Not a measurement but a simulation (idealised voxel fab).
process module | voxel self aligned vias
cross-section cut | 235 nm wide | cells 5 nm
A cross-section is a grid of square cells, given in bands from the top down. A band is one or more rows of cells.
Each band's line starts with the height of the band's top and of its bottom, in nm. Then come its materials from left to right, each with its width in nm. One material with "throughout" fills the band from edge to edge. "air" is empty space.
Height 0 is the level under which the wafer as received is all one material. The lowest band goes on downwards, as in "0 down".
A width such as "30 to 40" changes by the same amount from each row of cells to the next, from the band's top row to its bottom row.
"no change" after a step means that no cell of the cross-section changed.
closed voids: empty space of 8 cells or more with no open way to the top, each as width x height at its distance from the left edge, in nm
after a step's settings: what the simulator itself notes on the step
overlay nm, on a step with a mask: how far to the right of its planned place the mask lay; to the left if negative
plan
1 op RECEIVE | material Si
2 op CONFORMAL_DEP | material SiO2 | thk nm 10
3 op CONFORMAL_DEP | material SiCN | thk nm 5
4 op DIRECTIONAL_DEP | material lowk | thk nm 25
5 op DIRECTIONAL_DEP | material aC | thk nm 15
6 op PATTERN | tone open | mask id LINES | material resist | width nm 20 | pitch nm 50 | thk nm 35 | overlay nm 0
7 op DIRECTIONAL_ETCH | etch materials aC | depth nm 15
8 op STRIP | etch materials resist
9 op DIRECTIONAL_ETCH | etch materials lowk | depth nm 25
10 op STRIP | etch materials aC
11 op CONFORMAL_DEP | material TiN | thk nm 5
12 op FILL_DEP | material Ru | thk nm 5
13 op CMP | height nm 40
14 op SELECTIVE_ETCH | etch materials W Ru TiN | depth nm 5
15 op FILL_DEP | material SiN | thk nm 5
16 op CMP | height nm 40
17 op DIRECTIONAL_DEP | material lowk | thk nm 20
18 op DIRECTIONAL_DEP | material aC | thk nm 15
19 op PATTERN | tone open | mask id VIAS | material resist | width nm 30 | thk nm 30 | overlay nm 0
20 op DIRECTIONAL_ETCH | etch materials aC | depth nm 15
21 op STRIP | etch materials resist
22 op DIRECTIONAL_ETCH | etch materials lowk | depth nm 20
23 op DIRECTIONAL_ETCH | etch materials SiN | depth nm 5
24 op STRIP | etch materials aC
25 op CONFORMAL_DEP | material TiN | thk nm 5
26 op FILL_DEP | material Ru | thk nm 5
27 op CMP | height nm 60
28 op CONFORMAL_DEP | material SiCN | thk nm 5
as received, after step 1
  0 down: Si throughout
  closed voids: none
a wafer at the end: this start, this plan, one mistake
  65 to 60: SiCN throughout
  60 to 40: lowk 75 | TiN 5 | Ru 20 | TiN 5 | lowk 130
  40 to 35: SiN 75 | TiN 30 | SiN 130
  35 to 15: SiN throughout
  15 to 10: SiCN throughout
  10 to 0: SiO2 throughout
  0 down: Si throughout
  closed voids: none
what went wrong: step 4 ran as: op DIRECTIONAL_DEP | material SiN | thk nm 25
